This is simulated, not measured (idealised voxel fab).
process module | voxel lift off
cross-section cut | 205 nm wide | cells 5 nm
A cross-section is a grid of square cells, given in bands from the top down. A band is one or more rows of cells.
Each band's line starts with the height of the band's top and of its bottom, in nm. Then come its materials from left to right, each with its width in nm. One material with "throughout" fills the band from edge to edge. "air" is empty space.
Height 0 is the level under which the wafer as received is all one material. The lowest band goes on downwards, as in "0 down".
A width such as "30 to 40" changes by the same amount from each row of cells to the next, from the band's top row to its bottom row.
"no change" after a step means that no cell of the cross-section changed.
closed voids: empty space of 8 cells or more with no open way to the top, each as width x height at its distance from the left edge, in nm
after a step's settings: what the simulator itself notes on the step
overlay nm, on a step with a mask: how far to the right of its planned place the mask lay; to the left if negative
plan
1 op RECEIVE | material Si
2 op CONFORMAL_DEP | material SiN | thk nm 5
3 op PATTERN | tone open | mask id LINES | material resist | width nm 15 | pitch nm 40 | thk nm 25 | overlay nm 0
4 op DIRECTIONAL_DEP | material Ru | thk nm 15
5 op STRIP | etch materials resist
6 op CONFORMAL_DEP | material SiO2 | thk nm 5
as received, after step 1
  0 down: Si throughout
  closed voids: none
first wafer at the end, as planned
  25 to 20: air 70 | SiO2 25 | air 15 | SiO2 25 | air 70
  20 to 10: air 70 | SiO2 5 | Ru 15 | SiO2 5 | air 15 | SiO2 5 | Ru 15 | SiO2 5 | air 70
  10 to 5: SiO2 75 | Ru 15 | SiO2 25 | Ru 15 | SiO2 75
  5 to 0: SiN throughout
  0 down: Si throughout
  closed voids: none
second wafer at the end: like start, like plan, one mistake
  25 to 20: air 70 | SiO2 30 | air 10 | SiO2 30 | air 65
  20 to 10: air 70 | SiO2 5 | Ru 20 | SiO2 5 | air 10 | SiO2 5 | Ru 20 | SiO2 5 | air 65
  10 to 5: SiO2 75 | Ru 20 | SiO2 20 | Ru 20 | SiO2 70
  5 to 0: SiN throughout
  0 down: Si throughout
  closed voids: none
what went wrong: step 3 ran as: op PATTERN | tone open | mask id LINES | material resist | width nm 20 | pitch nm 40 | thk nm 25 | overlay nm 0
at the end the second wafer has, in cells: 6 more of Ru
